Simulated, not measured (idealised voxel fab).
Title: Process Module voxel gate over fins
FYI the section here is cut, 220 nm wide, cells are 5 nm squares.
A cross-section is written here as square cells arranged in a grid, and it is given in bands from the top down, each band taking up one or more rows of cells. Heads up on the band format: heights come first, top then bottom, in nm. After that it's the materials left to right, each with its width in nm. A single material flagged "full width" fills the whole band edge to edge, and "blank" means there's empty space there. Measure heights from 0. That's the level where, below it, the as-received wafer is all one material. The lowest band is bottomless and extends downward; write it as in "0 nm and below". Think of "30..40" as a width that walks from the first number to the second as you go down the band, top row to bottom row, taking equal-sized steps from row to row. Where a step carries "remains unaltered", the cross-section came out of it unchanged, cell for cell. Look at "Enclosed internal voids" for the closed voids: empty spaces with no open path to the top, sized 8 cells or up. Each is width x height at distance, distance from the left edge, all nm. Heads up: the bit after the settings on a step's line is the simulator's remark on that step. On any step carrying a mask, the "overlay nm" setting, if present on the step's line, tells how far right of its planned place the mask lay; negative values point to the left.

Planned process steps:
1 RECEIVE: material Si
2 CONFORMAL_DEP: material SiN, thk nm 5
3 MASKED_ETCH: tone cover, mask id FINS, width nm 15, pitch nm 45, etch materials SiN, depth nm 5, overlay nm 0
4 MASKED_ETCH: tone cover, mask id FINS, width nm 15, pitch nm 45, etch materials Si, depth nm 30, overlay nm 0
5 FILL_DEP: material SiO2, thk nm 15
6 CMP: height nm 5
7 SELECTIVE_ETCH: etch materials SiO2, depth nm 20
8 STRIP: etch materials SiN
9 CONFORMAL_DEP: material HfO2, thk nm 5
10 CONFORMAL_DEP: material TiN, thk nm 5
11 FILL_DEP: material W, thk nm 15
12 CMP: height nm 20
13 CONFORMAL_DEP: material SiN, thk nm 5

The first of two wafers, run as planned:

The cross-section here shows the wafer as received, i.e. in its state after step 1:
    0 nm and below = Si full width
    Enclosed internal voids: none

after step 2:
    5 nm to 0 nm = SiN full width
    Beneath the level 0, the cross-section is identical to its previous state.

after step 3:
    5 nm to 0 nm = blank: 35; SiN: 15; blank: 30; SiN: 15; blank: 30; SiN: 15; blank: 30; SiN: 15; blank: 35
    Beneath the level 0, the cross-section is identical to its previous state.

after step 4:
    5 nm to 0 nm = blank: 35; SiN: 15; blank: 30; SiN: 15; blank: 30; SiN: 15; blank: 30; SiN: 15; blank: 35
    0 nm to -30 nm = blank: 35; Si: 15; blank: 30; Si: 15; blank: 30; Si: 15; blank: 30; Si: 15; blank: 35
    Beneath the level -30, the cross-section is identical to its previous state.

after step 5:
    20 nm to 5 nm = SiO2 full width
    5 nm to 0 nm = SiO2: 35; SiN: 15; SiO2: 30; SiN: 15; SiO2: 30; SiN: 15; SiO2: 30; SiN: 15; SiO2: 35
    0 nm to -30 nm = SiO2: 35; Si: 15; SiO2: 30; Si: 15; SiO2: 30; Si: 15; SiO2: 30; Si: 15; SiO2: 35
    Beneath the level -30, the cross-section is identical to its previous state.

after step 6:
    5 nm to 0 nm = SiO2: 35; SiN: 15; SiO2: 30; SiN: 15; SiO2: 30; SiN: 15; SiO2: 30; SiN: 15; SiO2: 35
    Beneath the level 0, the cross-section is identical to its previous state.

after step 7:
    5 nm to 0 nm = blank: 35; SiN: 15; blank: 30; SiN: 15; blank: 30; SiN: 15; blank: 30; SiN: 15; blank: 35
    0 nm to -15 nm = blank: 35; Si: 15; blank: 30; Si: 15; blank: 30; Si: 15; blank: 30; Si: 15; blank: 35
    Beneath the level -15, the cross-section is identical to its previous state.

after step 8:
    0 nm to -15 nm = blank: 35; Si: 15; blank: 30; Si: 15; blank: 30; Si: 15; blank: 30; Si: 15; blank: 35
    Beneath the level -15, the cross-section is identical to its previous state.

after step 9:
    5 nm to 0 nm = blank: 30; HfO2: 25; blank: 20; HfO2: 25; blank: 20; HfO2: 25; blank: 20; HfO2: 25; blank: 30
    0 nm to -10 nm = blank: 30; HfO2: 5; Si: 15; HfO2: 5; blank: 20; HfO2: 5; Si: 15; HfO2: 5; blank: 20; HfO2: 5; Si: 15; HfO2: 5; blank: 20; HfO2: 5; Si: 15; HfO2: 5; blank: 30
    -10 nm to -15 nm = HfO2: 35; Si: 15; HfO2: 30; Si: 15; HfO2: 30; Si: 15; HfO2: 30; Si: 15; HfO2: 35
    Beneath the level -15, the cross-section is identical to its previous state.

after step 10:
    10 nm to 5 nm = blank: 25; TiN: 35; blank: 10; TiN: 35; blank: 10; TiN: 35; blank: 10; TiN: 35; blank: 25
    5 nm to 0 nm = blank: 25; TiN: 5; HfO2: 25; TiN: 5; blank: 10; TiN: 5; HfO2: 25; TiN: 5; blank: 10; TiN: 5; HfO2: 25; TiN: 5; blank: 10; TiN: 5; HfO2: 25; TiN: 5; blank: 25
    0 nm to -5 nm = blank: 25; TiN: 5; HfO2: 5; Si: 15; HfO2: 5; TiN: 5; blank: 10; TiN: 5; HfO2: 5; Si: 15; HfO2: 5; TiN: 5; blank: 10; TiN: 5; HfO2: 5; Si: 15; HfO2: 5; TiN: 5; blank: 10; TiN: 5; HfO2: 5; Si: 15; HfO2: 5; TiN: 5; blank: 25
    -5 nm to -10 nm = TiN: 30; HfO2: 5; Si: 15; HfO2: 5; TiN: 20; HfO2: 5; Si: 15; HfO2: 5; TiN: 20; HfO2: 5; Si: 15; HfO2: 5; TiN: 20; HfO2: 5; Si: 15; HfO2: 5; TiN: 30
    Beneath the level -10, the cross-section is identical to its previous state.

after step 11:
    25 nm to 10 nm = W full width
    10 nm to 5 nm = W: 25; TiN: 35; W: 10; TiN: 35; W: 10; TiN: 35; W: 10; TiN: 35; W: 25
    5 nm to 0 nm = W: 25; TiN: 5; HfO2: 25; TiN: 5; W: 10; TiN: 5; HfO2: 25; TiN: 5; W: 10; TiN: 5; HfO2: 25; TiN: 5; W: 10; TiN: 5; HfO2: 25; TiN: 5; W: 25
    0 nm to -5 nm = W: 25; TiN: 5; HfO2: 5; Si: 15; HfO2: 5; TiN: 5; W: 10; TiN: 5; HfO2: 5; Si: 15; HfO2: 5; TiN: 5; W: 10; TiN: 5; HfO2: 5; Si: 15; HfO2: 5; TiN: 5; W: 10; TiN: 5; HfO2: 5; Si: 15; HfO2: 5; TiN: 5; W: 25
    Beneath the level -5, the cross-section is identical to its previous state.

after step 12:
    20 nm to 10 nm = W full width
    Beneath the level 10, the cross-section is identical to its previous state.

after step 13:
    25 nm to 20 nm = SiN full width
    Beneath the level 20, the cross-section is identical to its previous state.

Regarding the second of the two wafers: it shared the first wafer's starting condition and process plan, yet one error occurred during its execution. Its history coincides with that of the first wafer up to and including step 3:

Second wafer, cut view, end of step 4 per plan:
    5 nm to 0 nm = blank: 35; SiN: 15; blank: 30; SiN: 15; blank: 30; SiN: 15; blank: 30; SiN: 15; blank: 35
    0 nm to -60 nm = blank: 35; Si: 15; blank: 30; Si: 15; blank: 30; Si: 15; blank: 30; Si: 15; blank: 35
    Beneath the level -60, the cross-section is identical to its previous state.

Second wafer, cut view, end of step 5 per plan:
    20 nm to 5 nm = SiO2 full width
    5 nm to 0 nm = SiO2: 35; SiN: 15; SiO2: 30; SiN: 15; SiO2: 30; SiN: 15; SiO2: 30; SiN: 15; SiO2: 35
    0 nm to -60 nm = SiO2: 35; Si: 15; SiO2: 30; Si: 15; SiO2: 30; Si: 15; SiO2: 30; Si: 15; SiO2: 35
    Beneath the level -60, the cross-section is identical to its previous state.

Second wafer, cut view, end of step 6 per plan:
    5 nm to 0 nm = SiO2: 35; SiN: 15; SiO2: 30; SiN: 15; SiO2: 30; SiN: 15; SiO2: 30; SiN: 15; SiO2: 35
    Beneath the level 0, the cross-section is identical to its previous state.

Second wafer, cut view, end of step 7 per plan:
    5 nm to 0 nm = blank: 35; SiN: 15; blank: 30; SiN: 15; blank: 30; SiN: 15; blank: 30; SiN: 15; blank: 35
    0 nm to -15 nm = blank: 35; Si: 15; blank: 30; Si: 15; blank: 30; Si: 15; blank: 30; Si: 15; blank: 35
    Beneath the level -15, the cross-section is identical to its previous state.

Second wafer, cut view, end of step 8 per plan:
    0 nm to -15 nm = blank: 35; Si: 15; blank: 30; Si: 15; blank: 30; Si: 15; blank: 30; Si: 15; blank: 35
    Beneath the level -15, the cross-section is identical to its previous state.

Second wafer, cut view, end of step 9 per plan:
    5 nm to 0 nm = blank: 30; HfO2: 25; blank: 20; HfO2: 25; blank: 20; HfO2: 25; blank: 20; HfO2: 25; blank: 30
    0 nm to -10 nm = blank: 30; HfO2: 5; Si: 15; HfO2: 5; blank: 20; HfO2: 5; Si: 15; HfO2: 5; blank: 20; HfO2: 5; Si: 15; HfO2: 5; blank: 20; HfO2: 5; Si: 15; HfO2: 5; blank: 30
    -10 nm to -15 nm = HfO2: 35; Si: 15; HfO2: 30; Si: 15; HfO2: 30; Si: 15; HfO2: 30; Si: 15; HfO2: 35
    Beneath the level -15, the cross-section is identical to its previous state.

Second wafer, cut view, end of step 10 per plan:
    10 nm to 5 nm = blank: 25; TiN: 35; blank: 10; TiN: 35; blank: 10; TiN: 35; blank: 10; TiN: 35; blank: 25
    5 nm to 0 nm = blank: 25; TiN: 5; HfO2: 25; TiN: 5; blank: 10; TiN: 5; HfO2: 25; TiN: 5; blank: 10; TiN: 5; HfO2: 25; TiN: 5; blank: 10; TiN: 5; HfO2: 25; TiN: 5; blank: 25
    0 nm to -5 nm = blank: 25; TiN: 5; HfO2: 5; Si: 15; HfO2: 5; TiN: 5; blank: 10; TiN: 5; HfO2: 5; Si: 15; HfO2: 5; TiN: 5; blank: 10; TiN: 5; HfO2: 5; Si: 15; HfO2: 5; TiN: 5; blank: 10; TiN: 5; HfO2: 5; Si: 15; HfO2: 5; TiN: 5; blank: 25
    -5 nm to -10 nm = TiN: 30; HfO2: 5; Si: 15; HfO2: 5; TiN: 20; HfO2: 5; Si: 15; HfO2: 5; TiN: 20; HfO2: 5; Si: 15; HfO2: 5; TiN: 20; HfO2: 5; Si: 15; HfO2: 5; TiN: 30
    Beneath the level -10, the cross-section is identical to its previous state.

Second wafer, cut view, end of step 11 per plan:
    25 nm to 10 nm = W full width
    10 nm to 5 nm = W: 25; TiN: 35; W: 10; TiN: 35; W: 10; TiN: 35; W: 10; TiN: 35; W: 25
    5 nm to 0 nm = W: 25; TiN: 5; HfO2: 25; TiN: 5; W: 10; TiN: 5; HfO2: 25; TiN: 5; W: 10; TiN: 5; HfO2: 25; TiN: 5; W: 10; TiN: 5; HfO2: 25; TiN: 5; W: 25
    0 nm to -5 nm = W: 25; TiN: 5; HfO2: 5; Si: 15; HfO2: 5; TiN: 5; W: 10; TiN: 5; HfO2: 5; Si: 15; HfO2: 5; TiN: 5; W: 10; TiN: 5; HfO2: 5; Si: 15; HfO2: 5; TiN: 5; W: 10; TiN: 5; HfO2: 5; Si: 15; HfO2: 5; TiN: 5; W: 25
    Beneath the level -5, the cross-section is identical to its previous state.

Second wafer, cut view, end of step 12 per plan:
    20 nm to 10 nm = W full width
    Beneath the level 10, the cross-section is identical to its previous state.

Second wafer, cut view, end of step 13 per plan:
    25 nm to 20 nm = SiN full width
    Beneath the level 20, the cross-section is identical to its previous state.
The plan and the run diverged here: the plan's step 4 ran twice
The final cell counts differ between the wafers, with the second having more or fewer of some materials than the first: 192 fewer of Si | 192 more of SiO2
